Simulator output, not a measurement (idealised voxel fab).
This is a process module. Its name is voxel wiring stack.
cross-section cut | 195 nm wide | cells 5 nm
In what follows, cross-sections appear as grids of square cells, described through bands that run from the top down, where every band is one or more rows of cells. Top, bottom (nm), then materials left to right with widths (nm); lone material tagged "edge to edge" fills the whole band edge to edge; "air" = empty space. Ref level 0: as-received wafer is one material below here. Bottom band extends down with no lower bound ("0 and below"). The expression "30->40" gives the width at the extremes of the band, the first number at its top row of cells and the second at its bottom row, with the width changing by equal amounts from each row to the next in between. "nothing altered" after a step means that no cell of the cross-section changed. Any empty space of 8 cells or more lacking an open way to the top shows up in "Closed void catalog" as width x height at distance, distance from the left edge, in nm. Whatever follows a step's settings on its line is a remark the simulator itself makes about that step. overlay nm: where the mask lay relative to plan, measured to the right, on steps with a mask; negatives go left.

[The steps planned for the process are as follows]
1: RECEIVE | material Si
2: CONFORMAL_DEP | material SiO2 | thk nm 10
3: CONFORMAL_DEP | material SiCN | thk nm 5
4: DIRECTIONAL_DEP | material lowk | thk nm 20
5: MASKED_ETCH | tone open | mask id METAL_1 | width nm 25 | pitch nm 45 | etch materials lowk | depth nm 20 | overlay nm 0
6: MASKED_ETCH | tone open | mask id METAL_1 | width nm 25 | pitch nm 45 | etch materials SiCN | depth nm 5 | overlay nm 0
7: CONFORMAL_DEP | material TiN | thk nm 5
8: FILL_DEP | material Ru | thk nm 5
9: CMP | height nm 35
10: CONFORMAL_DEP | material SiCN | thk nm 5
11: DIRECTIONAL_DEP | material SiO2 | thk nm 35
12: MASKED_ETCH | tone open | mask id METAL_2_HOLES | width nm 15 | pitch nm 45 | etch materials SiO2 | depth nm 35 | overlay nm 0
13: DIRECTIONAL_DEP | material aC | thk nm 15
14: PATTERN | tone open | mask id METAL_2 | material resist | width nm 25 | pitch nm 45 | thk nm 30 | overlay nm 0
15: DIRECTIONAL_ETCH | etch materials aC | depth nm 15
16: STRIP | etch materials resist
17: DIRECTIONAL_ETCH | etch materials SiO2 | depth nm 20
18: DIRECTIONAL_ETCH | etch materials SiCN | depth nm 5
19: STRIP | etch materials aC
20: CONFORMAL_DEP | material TiN | thk nm 5
21: FILL_DEP | material Cu | thk nm 5
22: CMP | height nm 75
23: CONFORMAL_DEP | material SiCN | thk nm 5
24: DIRECTIONAL_DEP | material SiO2 | thk nm 10
25: DIRECTIONAL_DEP | material aC | thk nm 10
26: PATTERN | tone open | mask id PLUG_2 | material resist | width nm 15 | pitch nm 90 | thk nm 25 | overlay nm 0
27: DIRECTIONAL_ETCH | etch materials aC | depth nm 10
28: STRIP | etch materials resist
29: DIRECTIONAL_ETCH | etch materials SiO2 | depth nm 10
30: DIRECTIONAL_ETCH | etch materials SiCN | depth nm 5
31: STRIP | etch materials aC
32: CONFORMAL_DEP | material TiN | thk nm 5
33: FILL_DEP | material Cu | thk nm 5
34: CMP | height nm 90
35: DIRECTIONAL_DEP | material TiN | thk nm 5
36: DIRECTIONAL_DEP | material W | thk nm 20
37: MASKED_ETCH | tone cover | mask id METAL_3 | width nm 25 | pitch nm 45 | etch materials W | depth nm 20 | overlay nm 0
38: MASKED_ETCH | tone cover | mask id METAL_3 | width nm 25 | pitch nm 45 | etch materials TiN | depth nm 5 | overlay nm 0
39: CONFORMAL_DEP | material SiCN | thk nm 5
40: FILL_DEP | material SiO2 | thk nm 10
41: CMP | height nm 115
42: CONFORMAL_DEP | material SiN | thk nm 5

[The first of a set of two wafers, run to plan]

[Incoming wafer, cross-sectional view, post step 1]
	0 and below | Si edge to edge
	Closed void catalog: none

[After step 2, in cross-section]
	10 down to 0 | SiO2 edge to edge
	below 0: unchanged

[After step 3, in cross-section]
	15 down to 10 | SiCN edge to edge
	below 10: unchanged

[After step 4, in cross-section]
	35 down to 15 | lowk edge to edge
	below 15: unchanged

[After step 5, in cross-section]
	35 down to 15 | 40 of lowk, then 25 of air, then 20 of lowk, then 25 of air, then 20 of lowk, then 25 of air, then 40 of lowk
	below 15: unchanged

[After step 6, in cross-section]
	35 down to 15 | 40 of lowk, then 25 of air, then 20 of lowk, then 25 of air, then 20 of lowk, then 25 of air, then 40 of lowk
	15 down to 10 | 40 of SiCN, then 25 of air, then 20 of SiCN, then 25 of air, then 20 of SiCN, then 25 of air, then 40 of SiCN
	below 10: unchanged

[After step 7, in cross-section]
	40 down to 35 | 45 of TiN, then 15 of air, then 30 of TiN, then 15 of air, then 30 of TiN, then 15 of air, then 45 of TiN
	35 down to 15 | 40 of lowk, then 5 of TiN, then 15 of air, then 5 of TiN, then 20 of lowk, then 5 of TiN, then 15 of air, then 5 of TiN, then 20 of lowk, then 5 of TiN, then 15 of air, then 5 of TiN, then 40 of lowk
	15 down to 10 | 40 of SiCN, then 25 of TiN, then 20 of SiCN, then 25 of TiN, then 20 of SiCN, then 25 of TiN, then 40 of SiCN
	below 10: unchanged

[After step 8, in cross-section]
	45 down to 40 | Ru edge to edge
	40 down to 35 | 45 of TiN, then 15 of Ru, then 30 of TiN, then 15 of Ru, then 30 of TiN, then 15 of Ru, then 45 of TiN
	35 down to 15 | 40 of lowk, then 5 of TiN, then 15 of Ru, then 5 of TiN, then 20 of lowk, then 5 of TiN, then 15 of Ru, then 5 of TiN, then 20 of lowk, then 5 of TiN, then 15 of Ru, then 5 of TiN, then 40 of lowk
	below 15: unchanged

[After step 9, in cross-section]
	35 down to 15 | 40 of lowk, then 5 of TiN, then 15 of Ru, then 5 of TiN, then 20 of lowk, then 5 of TiN, then 15 of Ru, then 5 of TiN, then 20 of lowk, then 5 of TiN, then 15 of Ru, then 5 of TiN, then 40 of lowk
	below 15: unchanged

[After step 10, in cross-section]
	40 down to 35 | SiCN edge to edge
	below 35: unchanged

[After step 11, in cross-section]
	75 down to 40 | SiO2 edge to edge
	below 40: unchanged

[After step 12, in cross-section]
	75 down to 40 | 40 of SiO2, then 15 of air, then 30 of SiO2, then 15 of air, then 30 of SiO2, then 15 of air, then 50 of SiO2
	below 40: unchanged

[After step 13, in cross-section]
	90 down to 75 | 40 of aC, then 15 of air, then 30 of aC, then 15 of air, then 30 of aC, then 15 of air, then 50 of aC
	75 down to 55 | 40 of SiO2, then 15 of air, then 30 of SiO2, then 15 of air, then 30 of SiO2, then 15 of air, then 50 of SiO2
	55 down to 40 | 40 of SiO2, then 15 of aC, then 30 of SiO2, then 15 of aC, then 30 of SiO2, then 15 of aC, then 50 of SiO2
	below 40: unchanged

[After step 14, in cross-section]
	120 down to 90 | 40 of resist, then 25 of air, then 20 of resist, then 25 of air, then 20 of resist, then 25 of air, then 40 of resist
	below 90: unchanged

[After step 15, in cross-section]
	105 down to 90 | 40 of resist, then 25 of air, then 20 of resist, then 25 of air, then 20 of resist, then 25 of air, then 40 of resist
	90 down to 75 | 40 of aC, then 25 of air, then 20 of aC, then 25 of air, then 20 of aC, then 25 of air, then 40 of aC
	75 down to 40 | 40 of SiO2, then 15 of air, then 30 of SiO2, then 15 of air, then 30 of SiO2, then 15 of air, then 50 of SiO2
	below 40: unchanged

[After step 16, in cross-section]
	90 down to 75 | 40 of aC, then 25 of air, then 20 of aC, then 25 of air, then 20 of aC, then 25 of air, then 40 of aC
	below 75: unchanged

[After step 17, in cross-section]
	90 down to 75 | 40 of aC, then 25 of air, then 20 of aC, then 25 of air, then 20 of aC, then 25 of air, then 40 of aC
	75 down to 55 | 40 of SiO2, then 25 of air, then 20 of SiO2, then 25 of air, then 20 of SiO2, then 25 of air, then 40 of SiO2
	below 55: unchanged

[After step 18, in cross-section]
	90 down to 75 | 40 of aC, then 25 of air, then 20 of aC, then 25 of air, then 20 of aC, then 25 of air, then 40 of aC
	75 down to 55 | 40 of SiO2, then 25 of air, then 20 of SiO2, then 25 of air, then 20 of SiO2, then 25 of air, then 40 of SiO2
	55 down to 40 | 40 of SiO2, then 15 of air, then 30 of SiO2, then 15 of air, then 30 of SiO2, then 15 of air, then 50 of SiO2
	40 down to 35 | 40 of SiCN, then 15 of air, then 30 of SiCN, then 15 of air, then 30 of SiCN, then 15 of air, then 50 of SiCN
	below 35: unchanged

[After step 19, in cross-section]
	75 down to 55 | 40 of SiO2, then 25 of air, then 20 of SiO2, then 25 of air, then 20 of SiO2, then 25 of air, then 40 of SiO2
	below 55: unchanged

[After step 20, in cross-section]
	80 down to 75 | 45 of TiN, then 15 of air, then 30 of TiN, then 15 of air, then 30 of TiN, then 15 of air, then 45 of TiN
	75 down to 60 | 40 of SiO2, then 5 of TiN, then 15 of air, then 5 of TiN, then 20 of SiO2, then 5 of TiN, then 15 of air, then 5 of TiN, then 20 of SiO2, then 5 of TiN, then 15 of air, then 5 of TiN, then 40 of SiO2
	60 down to 55 | 40 of SiO2, then 5 of TiN, then 5 of air, then 15 of TiN, then 20 of SiO2, then 5 of TiN, then 5 of air, then 15 of TiN, then 20 of SiO2, then 5 of TiN, then 5 of air, then 15 of TiN, then 40 of SiO2
	55 down to 40 | 40 of SiO2, then 5 of TiN, then 5 of air, then 5 of TiN, then 30 of SiO2, then 5 of TiN, then 5 of air, then 5 of TiN, then 30 of SiO2, then 5 of TiN, then 5 of air, then 5 of TiN, then 50 of SiO2
	40 down to 35 | 40 of SiCN, then 15 of TiN, then 30 of SiCN, then 15 of TiN, then 30 of SiCN, then 15 of TiN, then 50 of SiCN
	below 35: unchanged

[After step 21, in cross-section]
	85 down to 80 | Cu edge to edge
	80 down to 75 | 45 of TiN, then 15 of Cu, then 30 of TiN, then 15 of Cu, then 30 of TiN, then 15 of Cu, then 45 of TiN
	75 down to 60 | 40 of SiO2, then 5 of TiN, then 15 of Cu, then 5 of TiN, then 20 of SiO2, then 5 of TiN, then 15 of Cu, then 5 of TiN, then 20 of SiO2, then 5 of TiN, then 15 of Cu, then 5 of TiN, then 40 of SiO2
	60 down to 55 | 40 of SiO2, then 5 of TiN, then 5 of Cu, then 15 of TiN, then 20 of SiO2, then 5 of TiN, then 5 of Cu, then 15 of TiN, then 20 of SiO2, then 5 of TiN, then 5 of Cu, then 15 of TiN, then 40 of SiO2
	55 down to 40 | 40 of SiO2, then 5 of TiN, then 5 of Cu, then 5 of TiN, then 30 of SiO2, then 5 of TiN, then 5 of Cu, then 5 of TiN, then 30 of SiO2, then 5 of TiN, then 5 of Cu, then 5 of TiN, then 50 of SiO2
	below 40: unchanged

[After step 22, in cross-section]
	75 down to 60 | 40 of SiO2, then 5 of TiN, then 15 of Cu, then 5 of TiN, then 20 of SiO2, then 5 of TiN, then 15 of Cu, then 5 of TiN, then 20 of SiO2, then 5 of TiN, then 15 of Cu, then 5 of TiN, then 40 of SiO2
	below 60: unchanged

[After step 23, in cross-section]
	80 down to 75 | SiCN edge to edge
	below 75: unchanged

[After step 24, in cross-section]
	90 down to 80 | SiO2 edge to edge
	below 80: unchanged

[After step 25, in cross-section]
	100 down to 90 | aC edge to edge
	below 90: unchanged

[After step 26, in cross-section]
	125 down to 100 | 40 of resist, then 15 of air, then 75 of resist, then 15 of air, then 50 of resist
	below 100: unchanged

[After step 27, in cross-section]
	115 down to 100 | 40 of resist, then 15 of air, then 75 of resist, then 15 of air, then 50 of resist
	100 down to 90 | 40 of aC, then 15 of air, then 75 of aC, then 15 of air, then 50 of aC
	below 90: unchanged

[After step 28, in cross-section]
	100 down to 90 | 40 of aC, then 15 of air, then 75 of aC, then 15 of air, then 50 of aC
	below 90: unchanged

[After step 29, in cross-section]
	100 down to 90 | 40 of aC, then 15 of air, then 75 of aC, then 15 of air, then 50 of aC
	90 down to 80 | 40 of SiO2, then 15 of air, then 75 of SiO2, then 15 of air, then 50 of SiO2
	below 80: unchanged

[After step 30, in cross-section]
	100 down to 90 | 40 of aC, then 15 of air, then 75 of aC, then 15 of air, then 50 of aC
	90 down to 80 | 40 of SiO2, then 15 of air, then 75 of SiO2, then 15 of air, then 50 of SiO2
	80 down to 75 | 40 of SiCN, then 15 of air, then 75 of SiCN, then 15 of air, then 50 of SiCN
	below 75: unchanged

[After step 31, in cross-section]
	90 down to 80 | 40 of SiO2, then 15 of air, then 75 of SiO2, then 15 of air, then 50 of SiO2
	below 80: unchanged

[After step 32, in cross-section]
	95 down to 90 | 45 of TiN, then 5 of air, then 85 of TiN, then 5 of air, then 55 of TiN
	90 down to 80 | 40 of SiO2, then 5 of TiN, then 5 of air, then 5 of TiN, then 75 of SiO2, then 5 of TiN, then 5 of air, then 5 of TiN, then 50 of SiO2
	80 down to 75 | 40 of SiCN, then 15 of TiN, then 75 of SiCN, then 15 of TiN, then 50 of SiCN
	below 75: unchanged

[After step 33, in cross-section]
	100 down to 95 | Cu edge to edge
	95 down to 90 | 45 of TiN, then 5 of Cu, then 85 of TiN, then 5 of Cu, then 55 of TiN
	90 down to 80 | 40 of SiO2, then 5 of TiN, then 5 of Cu, then 5 of TiN, then 75 of SiO2, then 5 of TiN, then 5 of Cu, then 5 of TiN, then 50 of SiO2
	below 80: unchanged

[After step 34, in cross-section]
	90 down to 80 | 40 of SiO2, then 5 of TiN, then 5 of Cu, then 5 of TiN, then 75 of SiO2, then 5 of TiN, then 5 of Cu, then 5 of TiN, then 50 of SiO2
	below 80: unchanged

[After step 35, in cross-section]
	95 down to 90 | TiN edge to edge
	below 90: unchanged

[After step 36, in cross-section]
	115 down to 95 | W edge to edge
	below 95: unchanged

[After step 37, in cross-section]
	115 down to 95 | 40 of air, then 25 of W, then 20 of air, then 25 of W, then 20 of air, then 25 of W, then 40 of air
	below 95: unchanged

[After step 38, in cross-section]
	115 down to 95 | 40 of air, then 25 of W, then 20 of air, then 25 of W, then 20 of air, then 25 of W, then 40 of air
	95 down to 90 | 40 of air, then 25 of TiN, then 20 of air, then 25 of TiN, then 20 of air, then 25 of TiN, then 40 of air
	below 90: unchanged

[After step 39, in cross-section]
	120 down to 115 | 35 of air, then 35 of SiCN, then 10 of air, then 35 of SiCN, then 10 of air, then 35 of SiCN, then 35 of air
	115 down to 95 | 35 of air, then 5 of SiCN, then 25 of W, then 5 of SiCN, then 10 of air, then 5 of SiCN, then 25 of W, then 5 of SiCN, then 10 of air, then 5 of SiCN, then 25 of W, then 5 of SiCN, then 35 of air
	95 down to 90 | 40 of SiCN, then 25 of TiN, then 20 of SiCN, then 25 of TiN, then 20 of SiCN, then 25 of TiN, then 40 of SiCN
	below 90: unchanged

[After step 40, in cross-section]
	130 down to 120 | SiO2 edge to edge
	120 down to 115 | 35 of SiO2, then 35 of SiCN, then 10 of SiO2, then 35 of SiCN, then 10 of SiO2, then 35 of SiCN, then 35 of SiO2
	115 down to 95 | 35 of SiO2, then 5 of SiCN, then 25 of W, then 5 of SiCN, then 10 of SiO2, then 5 of SiCN, then 25 of W, then 5 of SiCN, then 10 of SiO2, then 5 of SiCN, then 25 of W, then 5 of SiCN, then 35 of SiO2
	below 95: unchanged

[After step 41, in cross-section]
	115 down to 95 | 35 of SiO2, then 5 of SiCN, then 25 of W, then 5 of SiCN, then 10 of SiO2, then 5 of SiCN, then 25 of W, then 5 of SiCN, then 10 of SiO2, then 5 of SiCN, then 25 of W, then 5 of SiCN, then 35 of SiO2
	below 95: unchanged

[After step 42, in cross-section]
	120 down to 115 | SiN edge to edge
	below 115: unchanged

[Second wafer, same starting conditions and recipe as the first, one mistake in executing it, nothing differs from the first up to and including step 4]

[Second wafer profile in section, at the moment step 5 of the plan was meant to be complete]
	35 down to 15 | 40 of lowk, then 30 of air, then 15 of lowk, then 30 of air, then 15 of lowk, then 30 of air, then 35 of lowk
	below 15: unchanged

[Second wafer profile in section, at the moment step 6 of the plan was meant to be complete]
	35 down to 15 | 40 of lowk, then 30 of air, then 15 of lowk, then 30 of air, then 15 of lowk, then 30 of air, then 35 of lowk
	15 down to 10 | 40 of SiCN, then 25 of air, then 20 of SiCN, then 25 of air, then 20 of SiCN, then 25 of air, then 40 of SiCN
	below 10: unchanged

[Second wafer profile in section, at the moment step 7 of the plan was meant to be complete]
	40 down to 35 | 45 of TiN, then 20 of air, then 25 of TiN, then 20 of air, then 25 of TiN, then 20 of air, then 40 of TiN
	35 down to 20 | 40 of lowk, then 5 of TiN, then 20 of air, then 5 of TiN, then 15 of lowk, then 5 of TiN, then 20 of air, then 5 of TiN, then 15 of lowk, then 5 of TiN, then 20 of air, then 5 of TiN, then 35 of lowk
	20 down to 15 | 40 of lowk, then 5 of TiN, then 15 of air, then 10 of TiN, then 15 of lowk, then 5 of TiN, then 15 of air, then 10 of TiN, then 15 of lowk, then 5 of TiN, then 15 of air, then 10 of TiN, then 35 of lowk
	15 down to 10 | 40 of SiCN, then 25 of TiN, then 20 of SiCN, then 25 of TiN, then 20 of SiCN, then 25 of TiN, then 40 of SiCN
	below 10: unchanged

[Second wafer profile in section, at the moment step 8 of the plan was meant to be complete]
	45 down to 40 | Ru edge to edge
	40 down to 35 | 45 of TiN, then 20 of Ru, then 25 of TiN, then 20 of Ru, then 25 of TiN, then 20 of Ru, then 40 of TiN
	35 down to 20 | 40 of lowk, then 5 of TiN, then 20 of Ru, then 5 of TiN, then 15 of lowk, then 5 of TiN, then 20 of Ru, then 5 of TiN, then 15 of lowk, then 5 of TiN, then 20 of Ru, then 5 of TiN, then 35 of lowk
	20 down to 15 | 40 of lowk, then 5 of TiN, then 15 of Ru, then 10 of TiN, then 15 of lowk, then 5 of TiN, then 15 of Ru, then 10 of TiN, then 15 of lowk, then 5 of TiN, then 15 of Ru, then 10 of TiN, then 35 of lowk
	below 15: unchanged

[Second wafer profile in section, at the moment step 9 of the plan was meant to be complete]
	35 down to 20 | 40 of lowk, then 5 of TiN, then 20 of Ru, then 5 of TiN, then 15 of lowk, then 5 of TiN, then 20 of Ru, then 5 of TiN, then 15 of lowk, then 5 of TiN, then 20 of Ru, then 5 of TiN, then 35 of lowk
	below 20: unchanged

[Second wafer profile in section, at the moment step 10 of the plan was meant to be complete]
	40 down to 35 | SiCN edge to edge
	below 35: unchanged

[Second wafer profile in section, at the moment step 11 of the plan was meant to be complete]
	75 down to 40 | SiO2 edge to edge
	below 40: unchanged

[Second wafer profile in section, at the moment step 12 of the plan was meant to be complete]
	75 down to 40 | 40 of SiO2, then 15 of air, then 30 of SiO2, then 15 of air, then 30 of SiO2, then 15 of air, then 50 of SiO2
	below 40: unchanged

[Second wafer profile in section, at the moment step 13 of the plan was meant to be complete]
	90 down to 75 | 40 of aC, then 15 of air, then 30 of aC, then 15 of air, then 30 of aC, then 15 of air, then 50 of aC
	75 down to 55 | 40 of SiO2, then 15 of air, then 30 of SiO2, then 15 of air, then 30 of SiO2, then 15 of air, then 50 of SiO2
	55 down to 40 | 40 of SiO2, then 15 of aC, then 30 of SiO2, then 15 of aC, then 30 of SiO2, then 15 of aC, then 50 of SiO2
	below 40: unchanged

[Second wafer profile in section, at the moment step 14 of the plan was meant to be complete]
	120 down to 90 | 40 of resist, then 25 of air, then 20 of resist, then 25 of air, then 20 of resist, then 25 of air, then 40 of resist
	below 90: unchanged

[Second wafer profile in section, at the moment step 15 of the plan was meant to be complete]
	105 down to 90 | 40 of resist, then 25 of air, then 20 of resist, then 25 of air, then 20 of resist, then 25 of air, then 40 of resist
	90 down to 75 | 40 of aC, then 25 of air, then 20 of aC, then 25 of air, then 20 of aC, then 25 of air, then 40 of aC
	75 down to 40 | 40 of SiO2, then 15 of air, then 30 of SiO2, then 15 of air, then 30 of SiO2, then 15 of air, then 50 of SiO2
	below 40: unchanged

[Second wafer profile in section, at the moment step 16 of the plan was meant to be complete]
	90 down to 75 | 40 of aC, then 25 of air, then 20 of aC, then 25 of air, then 20 of aC, then 25 of air, then 40 of aC
	below 75: unchanged

[Second wafer profile in section, at the moment step 17 of the plan was meant to be complete]
	90 down to 75 | 40 of aC, then 25 of air, then 20 of aC, then 25 of air, then 20 of aC, then 25 of air, then 40 of aC
	75 down to 55 | 40 of SiO2, then 25 of air, then 20 of SiO2, then 25 of air, then 20 of SiO2, then 25 of air, then 40 of SiO2
	below 55: unchanged

[Second wafer profile in section, at the moment step 18 of the plan was meant to be complete]
	90 down to 75 | 40 of aC, then 25 of air, then 20 of aC, then 25 of air, then 20 of aC, then 25 of air, then 40 of aC
	75 down to 55 | 40 of SiO2, then 25 of air, then 20 of SiO2, then 25 of air, then 20 of SiO2, then 25 of air, then 40 of SiO2
	55 down to 40 | 40 of SiO2, then 15 of air, then 30 of SiO2, then 15 of air, then 30 of SiO2, then 15 of air, then 50 of SiO2
	40 down to 35 | 40 of SiCN, then 15 of air, then 30 of SiCN, then 15 of air, then 30 of SiCN, then 15 of air, then 50 of SiCN
	below 35: unchanged

[Second wafer profile in section, at the moment step 19 of the plan was meant to be complete]
	75 down to 55 | 40 of SiO2, then 25 of air, then 20 of SiO2, then 25 of air, then 20 of SiO2, then 25 of air, then 40 of SiO2
	below 55: unchanged

[Second wafer profile in section, at the moment step 20 of the plan was meant to be complete]
	80 down to 75 | 45 of TiN, then 15 of air, then 30 of TiN, then 15 of air, then 30 of TiN, then 15 of air, then 45 of TiN
	75 down to 60 | 40 of SiO2, then 5 of TiN, then 15 of air, then 5 of TiN, then 20 of SiO2, then 5 of TiN, then 15 of air, then 5 of TiN, then 20 of SiO2, then 5 of TiN, then 15 of air, then 5 of TiN, then 40 of SiO2
	60 down to 55 | 40 of SiO2, then 5 of TiN, then 5 of air, then 15 of TiN, then 20 of SiO2, then 5 of TiN, then 5 of air, then 15 of TiN, then 20 of SiO2, then 5 of TiN, then 5 of air, then 15 of TiN, then 40 of SiO2
	55 down to 40 | 40 of SiO2, then 5 of TiN, then 5 of air, then 5 of TiN, then 30 of SiO2, then 5 of TiN, then 5 of air, then 5 of TiN, then 30 of SiO2, then 5 of TiN, then 5 of air, then 5 of TiN, then 50 of SiO2
	40 down to 35 | 40 of SiCN, then 15 of TiN, then 30 of SiCN, then 15 of TiN, then 30 of SiCN, then 15 of TiN, then 50 of SiCN
	below 35: unchanged

[Second wafer profile in section, at the moment step 21 of the plan was meant to be complete]
	85 down to 80 | Cu edge to edge
	80 down to 75 | 45 of TiN, then 15 of Cu, then 30 of TiN, then 15 of Cu, then 30 of TiN, then 15 of Cu, then 45 of TiN
	75 down to 60 | 40 of SiO2, then 5 of TiN, then 15 of Cu, then 5 of TiN, then 20 of SiO2, then 5 of TiN, then 15 of Cu, then 5 of TiN, then 20 of SiO2, then 5 of TiN, then 15 of Cu, then 5 of TiN, then 40 of SiO2
	60 down to 55 | 40 of SiO2, then 5 of TiN, then 5 of Cu, then 15 of TiN, then 20 of SiO2, then 5 of TiN, then 5 of Cu, then 15 of TiN, then 20 of SiO2, then 5 of TiN, then 5 of Cu, then 15 of TiN, then 40 of SiO2
	55 down to 40 | 40 of SiO2, then 5 of TiN, then 5 of Cu, then 5 of TiN, then 30 of SiO2, then 5 of TiN, then 5 of Cu, then 5 of TiN, then 30 of SiO2, then 5 of TiN, then 5 of Cu, then 5 of TiN, then 50 of SiO2
	below 40: unchanged

[Second wafer profile in section, at the moment step 22 of the plan was meant to be complete]
	75 down to 60 | 40 of SiO2, then 5 of TiN, then 15 of Cu, then 5 of TiN, then 20 of SiO2, then 5 of TiN, then 15 of Cu, then 5 of TiN, then 20 of SiO2, then 5 of TiN, then 15 of Cu, then 5 of TiN, then 40 of SiO2
	below 60: unchanged

[Second wafer profile in section, at the moment step 23 of the plan was meant to be complete]
	80 down to 75 | SiCN edge to edge
	below 75: unchanged

[Second wafer profile in section, at the moment step 24 of the plan was meant to be complete]
	90 down to 80 | SiO2 edge to edge
	below 80: unchanged

[Second wafer profile in section, at the moment step 25 of the plan was meant to be complete]
	100 down to 90 | aC edge to edge
	below 90: unchanged

[Second wafer profile in section, at the moment step 26 of the plan was meant to be complete]
	125 down to 100 | 40 of resist, then 15 of air, then 75 of resist, then 15 of air, then 50 of resist
	below 100: unchanged

[Second wafer profile in section, at the moment step 27 of the plan was meant to be complete]
	115 down to 100 | 40 of resist, then 15 of air, then 75 of resist, then 15 of air, then 50 of resist
	100 down to 90 | 40 of aC, then 15 of air, then 75 of aC, then 15 of air, then 50 of aC
	below 90: unchanged

[Second wafer profile in section, at the moment step 28 of the plan was meant to be complete]
	100 down to 90 | 40 of aC, then 15 of air, then 75 of aC, then 15 of air, then 50 of aC
	below 90: unchanged

[Second wafer profile in section, at the moment step 29 of the plan was meant to be complete]
	100 down to 90 | 40 of aC, then 15 of air, then 75 of aC, then 15 of air, then 50 of aC
	90 down to 80 | 40 of SiO2, then 15 of air, then 75 of SiO2, then 15 of air, then 50 of SiO2
	below 80: unchanged

[Second wafer profile in section, at the moment step 30 of the plan was meant to be complete]
	100 down to 90 | 40 of aC, then 15 of air, then 75 of aC, then 15 of air, then 50 of aC
	90 down to 80 | 40 of SiO2, then 15 of air, then 75 of SiO2, then 15 of air, then 50 of SiO2
	80 down to 75 | 40 of SiCN, then 15 of air, then 75 of SiCN, then 15 of air, then 50 of SiCN
	below 75: unchanged

[Second wafer profile in section, at the moment step 31 of the plan was meant to be complete]
	90 down to 80 | 40 of SiO2, then 15 of air, then 75 of SiO2, then 15 of air, then 50 of SiO2
	below 80: unchanged

[Second wafer profile in section, at the moment step 32 of the plan was meant to be complete]
	95 down to 90 | 45 of TiN, then 5 of air, then 85 of TiN, then 5 of air, then 55 of TiN
	90 down to 80 | 40 of SiO2, then 5 of TiN, then 5 of air, then 5 of TiN, then 75 of SiO2, then 5 of TiN, then 5 of air, then 5 of TiN, then 50 of SiO2
	80 down to 75 | 40 of SiCN, then 15 of TiN, then 75 of SiCN, then 15 of TiN, then 50 of SiCN
	below 75: unchanged

[Second wafer profile in section, at the moment step 33 of the plan was meant to be complete]
	100 down to 95 | Cu edge to edge
	95 down to 90 | 45 of TiN, then 5 of Cu, then 85 of TiN, then 5 of Cu, then 55 of TiN
	90 down to 80 | 40 of SiO2, then 5 of TiN, then 5 of Cu, then 5 of TiN, then 75 of SiO2, then 5 of TiN, then 5 of Cu, then 5 of TiN, then 50 of SiO2
	below 80: unchanged

[Second wafer profile in section, at the moment step 34 of the plan was meant to be complete]
	90 down to 80 | 40 of SiO2, then 5 of TiN, then 5 of Cu, then 5 of TiN, then 75 of SiO2, then 5 of TiN, then 5 of Cu, then 5 of TiN, then 50 of SiO2
	below 80: unchanged

[Second wafer profile in section, at the moment step 35 of the plan was meant to be complete]
	95 down to 90 | TiN edge to edge
	below 90: unchanged

[Second wafer profile in section, at the moment step 36 of the plan was meant to be complete]
	115 down to 95 | W edge to edge
	below 95: unchanged

[Second wafer profile in section, at the moment step 37 of the plan was meant to be complete]
	115 down to 95 | 40 of air, then 25 of W, then 20 of air, then 25 of W, then 20 of air, then 25 of W, then 40 of air
	below 95: unchanged

[Second wafer profile in section, at the moment step 38 of the plan was meant to be complete]
	115 down to 95 | 40 of air, then 25 of W, then 20 of air, then 25 of W, then 20 of air, then 25 of W, then 40 of air
	95 down to 90 | 40 of air, then 25 of TiN, then 20 of air, then 25 of TiN, then 20 of air, then 25 of TiN, then 40 of air
	below 90: unchanged

[Second wafer profile in section, at the moment step 39 of the plan was meant to be complete]
	120 down to 115 | 35 of air, then 35 of SiCN, then 10 of air, then 35 of SiCN, then 10 of air, then 35 of SiCN, then 35 of air
	115 down to 95 | 35 of air, then 5 of SiCN, then 25 of W, then 5 of SiCN, then 10 of air, then 5 of SiCN, then 25 of W, then 5 of SiCN, then 10 of air, then 5 of SiCN, then 25 of W, then 5 of SiCN, then 35 of air
	95 down to 90 | 40 of SiCN, then 25 of TiN, then 20 of SiCN, then 25 of TiN, then 20 of SiCN, then 25 of TiN, then 40 of SiCN
	below 90: unchanged

[Second wafer profile in section, at the moment step 40 of the plan was meant to be complete]
	130 down to 120 | SiO2 edge to edge
	120 down to 115 | 35 of SiO2, then 35 of SiCN, then 10 of SiO2, then 35 of SiCN, then 10 of SiO2, then 35 of SiCN, then 35 of SiO2
	115 down to 95 | 35 of SiO2, then 5 of SiCN, then 25 of W, then 5 of SiCN, then 10 of SiO2, then 5 of SiCN, then 25 of W, then 5 of SiCN, then 10 of SiO2, then 5 of SiCN, then 25 of W, then 5 of SiCN, then 35 of SiO2
	below 95: unchanged

[Second wafer profile in section, at the moment step 41 of the plan was meant to be complete]
	115 down to 95 | 35 of SiO2, then 5 of SiCN, then 25 of W, then 5 of SiCN, then 10 of SiO2, then 5 of SiCN, then 25 of W, then 5 of SiCN, then 10 of SiO2, then 5 of SiCN, then 25 of W, then 5 of SiCN, then 35 of SiO2
	below 95: unchanged

[Second wafer profile in section, at the moment step 42 of the plan was meant to be complete]
	120 down to 115 | SiN edge to edge
	below 115: unchanged
What broke from the plan during processing? note that step 5 departed from the planned setting and was carried out as MASKED_ETCH | tone open | mask id METAL_1 | width nm 30 | pitch nm 45 | etch materials lowk | depth nm 20 | overlay nm 0
Heads up, by the end the second wafer has more or fewer cells of some materials compared to the first: 9 more of Ru, 3 more of TiN, 12 fewer of lowk
